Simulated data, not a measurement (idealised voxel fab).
process module | voxel gate over fins
cross-section cut | 250 nm wide | cells 5 nm
A cross-section is a grid of square cells, given in bands from the top down. A band is one or more rows of cells.
Each band's line starts with the height of the band's top and of its bottom, in nm. Then come its materials from left to right, each with its width in nm. One material with "throughout" fills the band from edge to edge. "air" is empty space.
Height 0 is the level under which the wafer as received is all one material. The lowest band goes on downwards, as in "0 down".
A width such as "30 to 40" changes by the same amount from each row of cells to the next, from the band's top row to its bottom row.
"no change" after a step means that no cell of the cross-section changed.
closed voids: empty space of 8 cells or more with no open way to the top, each as width x height at its distance from the left edge, in nm
after a step's settings: what the simulator itself notes on the step
overlay nm, on a step with a mask: how far to the right of its planned place the mask lay; to the left if negative
plan
1 op RECEIVE | material Si
2 op CONFORMAL_DEP | material SiN | thk nm 5
3 op PATTERN | tone cover | mask id FINS | material resist | width nm 15 | pitch nm 50 | thk nm 20 | overlay nm 0
4 op DIRECTIONAL_ETCH | etch materials SiN | depth nm 5
5 op DIRECTIONAL_ETCH | etch materials Si | depth nm 35
6 op STRIP | etch materials resist
7 op OXIDIZE | depth nm 5
8 op FILL_DEP | material SiO2 | thk nm 15
9 op CMP | height nm 5
10 op PATTERN | tone open | mask id RAIL | material resist | width nm 15 | thk nm 20 | overlay nm 0
11 op DIRECTIONAL_ETCH | etch materials SiO2 | depth nm 35
12 op STRIP | etch materials resist
13 op CONFORMAL_DEP | material TiN | thk nm 5
14 op FILL_DEP | material W | thk nm 5
15 op CMP | height nm 5
16 op SELECTIVE_ETCH | etch materials W Ru TiN | depth nm 25
17 op FILL_DEP | material SiO2 | thk nm 5
18 op CMP | height nm 5
19 op SELECTIVE_ETCH | etch materials SiO2 | depth nm 20
20 op STRIP | etch materials SiN
21 op CONFORMAL_DEP | material HfO2 | thk nm 5
22 op CONFORMAL_DEP | material TiN | thk nm 5
23 op FILL_DEP | material W | thk nm 10
24 op CMP | height nm 15
25 op CONFORMAL_DEP | material SiN | thk nm 5
as received, after step 1
  0 down: Si throughout
  closed voids: none
a wafer at the end: this start, this plan, one mistake
  20 to 15: SiN throughout
  15 to 10: W throughout
  10 to 5: W 60 | TiN 25 | W 25 | TiN 25 | W 25 | TiN 25 | W 65
  5 to 0: W 60 | TiN 5 | HfO2 15 | TiN 5 | W 25 | TiN 5 | HfO2 15 | TiN 5 | W 25 | TiN 5 | HfO2 15 | TiN 5 | W 65
  0 to -5: W 60 | TiN 5 | HfO2 5 | Si 5 | HfO2 5 | TiN 5 | W 25 | TiN 5 | HfO2 5 | Si 5 | HfO2 5 | TiN 5 | W 25 | TiN 5 | HfO2 5 | Si 5 | HfO2 5 | TiN 5 | W 65
  -5 to -10: TiN 65 | HfO2 5 | Si 5 | HfO2 5 | TiN 35 | HfO2 5 | Si 5 | HfO2 5 | TiN 35 | HfO2 5 | Si 5 | HfO2 5 | TiN 70
  -10 to -15: HfO2 70 | Si 5 | HfO2 45 | Si 5 | HfO2 45 | Si 5 | HfO2 75
  -15 to -20: SiO2 70 | Si 5 | SiO2 45 | Si 5 | SiO2 45 | Si 5 | SiO2 75
  -20 to -25: SiO2 70 | Si 5 | SiO2 10 | TiN 5 | W 5 | TiN 5 | SiO2 20 | Si 5 | SiO2 45 | Si 5 | SiO2 75
  -25 to -30: SiO2 70 | Si 5 | SiO2 10 | TiN 15 | SiO2 20 | Si 5 | SiO2 45 | Si 5 | SiO2 75
  -30 to -40: SiO2 70 | Si 5 | SiO2 45 | Si 5 | SiO2 45 | Si 5 | SiO2 75
  -40 down: Si throughout
  closed voids: none
what went wrong: step 10 ran as: op PATTERN | tone open | mask id RAIL | material resist | width nm 15 | thk nm 20 | overlay nm -5
